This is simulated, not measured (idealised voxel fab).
Documented hereafter: the process module known as voxel capacitor over wiring.
Shown is cross-section cut, with a width of 295 nm and square cells of size 5 nm.
Reading order for cross-sections: top band down to bottom band. Underlying form: a grid of square cells. Band size: one or more rows of cells.
For a band, the entry starts with two heights in nm, that of the top and then that of the bottom, and carries on with the band's materials in order from left to right, each alongside its width in nm; the word "throughout" beside a single material means it fills the band edge to edge, and "blank" means empty space.
Height datum 0, below which the as-received substrate wafer is one material. Lowest band open at the bottom, running downward: "z 0 and below".
Top row gets the first number, bottom row gets the second, and each row in between changes by the same step: that is how a band width like "30 to 40" works.
You'll sometimes find "no modification" written for a step, and that's the way of saying that nowhere in the cross-section did a cell change during that step.
If an empty space has no open way to the top and is at least 8 cells in size, "Enclosed voids" lists it, written width x height at distance, where distance is measured from the left edge and every value is in nm.
That trailing text on a step's line, after the settings, is the simulator's own remark on the step.
"overlay nm" on a masked step: distance the mask lay right of its planned place, negative for left.

-- Process steps (planned)
| 1 | RECEIVE | material Si |
| 2 | CONFORMAL_DEP | material SiO2 | thk nm 10 |
| 3 | DIRECTIONAL_DEP | material TiN | thk nm 5 |
| 4 | DIRECTIONAL_DEP | material Ru | thk nm 20 |
| 5 | PATTERN | tone cover | mask id METAL_1 | material resist | width nm 20 | pitch nm 80 | thk nm 15 | overlay nm 0 |
| 6 | DIRECTIONAL_ETCH | etch materials Ru | depth nm 20 |
| 7 | DIRECTIONAL_ETCH | etch materials TiN | depth nm 5 |
| 8 | STRIP | etch materials resist |
| 9 | CONFORMAL_DEP | material SiN | thk nm 5 |
| 10 | FILL_DEP | material SiO2 | thk nm 10 |
| 11 | CMP | height nm 35 |
| 12 | CONFORMAL_DEP | material SiCN | thk nm 5 |
| 13 | DIRECTIONAL_DEP | material SiO2 | thk nm 20 |
| 14 | MASKED_ETCH | tone open | mask id PLUG_1 | width nm 15 | etch materials SiO2 | depth nm 20 | overlay nm 0 |
| 15 | MASKED_ETCH | tone open | mask id PLUG_1 | width nm 15 | etch materials SiCN | depth nm 5 | overlay nm 0 |
| 16 | CONFORMAL_DEP | material TiN | thk nm 5 |
| 17 | FILL_DEP | material W | thk nm 10 |
| 18 | CMP | height nm 60 |
| 19 | DIRECTIONAL_DEP | material TiN | thk nm 5 |
| 20 | DIRECTIONAL_DEP | material Al2O3 | thk nm 5 |
| 21 | DIRECTIONAL_DEP | material TiN | thk nm 5 |
| 22 | MASKED_ETCH | tone cover | mask id UPPER_PLATE | width nm 65 | etch materials TiN | depth nm 5 | overlay nm 0 |
| 23 | MASKED_ETCH | tone cover | mask id UPPER_PLATE | width nm 65 | etch materials Al2O3 | depth nm 5 | overlay nm 0 |
| 24 | PATTERN | tone cover | mask id LOWER_PLATE | material resist | width nm 75 | thk nm 20 | overlay nm 0 |
| 25 | DIRECTIONAL_ETCH | etch materials TiN | depth nm 5 |
| 26 | STRIP | etch materials resist |
| 27 | FILL_DEP | material SiO2 | thk nm 20 |
| 28 | CMP | height nm 90 |
| 29 | PATTERN | tone open | mask id PLUG_2 | material resist | width nm 15 | thk nm 20 | overlay nm 0 |
| 30 | DIRECTIONAL_ETCH | etch materials SiO2 | depth nm 15 |
| 31 | STRIP | etch materials resist |
| 32 | CONFORMAL_DEP | material TiN | thk nm 5 |
| 33 | FILL_DEP | material Ru | thk nm 10 |
| 34 | CMP | height nm 90 |
| 35 | CONFORMAL_DEP | material SiCN | thk nm 5 |

-- Step 1 complete: cross-section of the wafer as received
    z 0 and below | Si throughout
    Enclosed voids: none

-- What the wafer looks like in cross-section after this module, when it starts as shown above and follows the plan above but one mistake is made in running it
    z 95 to 90 | SiCN throughout
    z 90 to 80 | 110 SiO2 / 5 TiN / 5 Ru / 5 TiN / 170 SiO2
    z 80 to 70 | 110 to 100 SiO2 / 15 to 65 TiN / 170 to 130 SiO2
    z 70 to 65 | 100 SiO2 / 65 Al2O3 / 130 SiO2
    z 65 to 60 | 95 SiO2 / 75 TiN / 125 SiO2
    z 60 to 40 | 100 SiO2 / 5 TiN / 5 W / 5 TiN / 180 SiO2
    z 40 to 35 | 100 SiCN / 15 TiN / 180 SiCN
    z 35 to 15 | 90 SiO2 / 5 SiN / 25 Ru / 5 SiN / 45 SiO2 / 5 SiN / 25 Ru / 5 SiN / 90 SiO2
    z 15 to 10 | 95 SiN / 25 TiN / 55 SiN / 25 TiN / 95 SiN
    z 10 to 0 | SiO2 throughout
    z 0 and below | Si throughout
    Enclosed voids: none
Where did the run depart from the plan? planned and actual differ for step 5; actual: PATTERN | tone cover | mask id METAL_1 | material resist | width nm 25 | pitch nm 80 | thk nm 15 | overlay nm 0
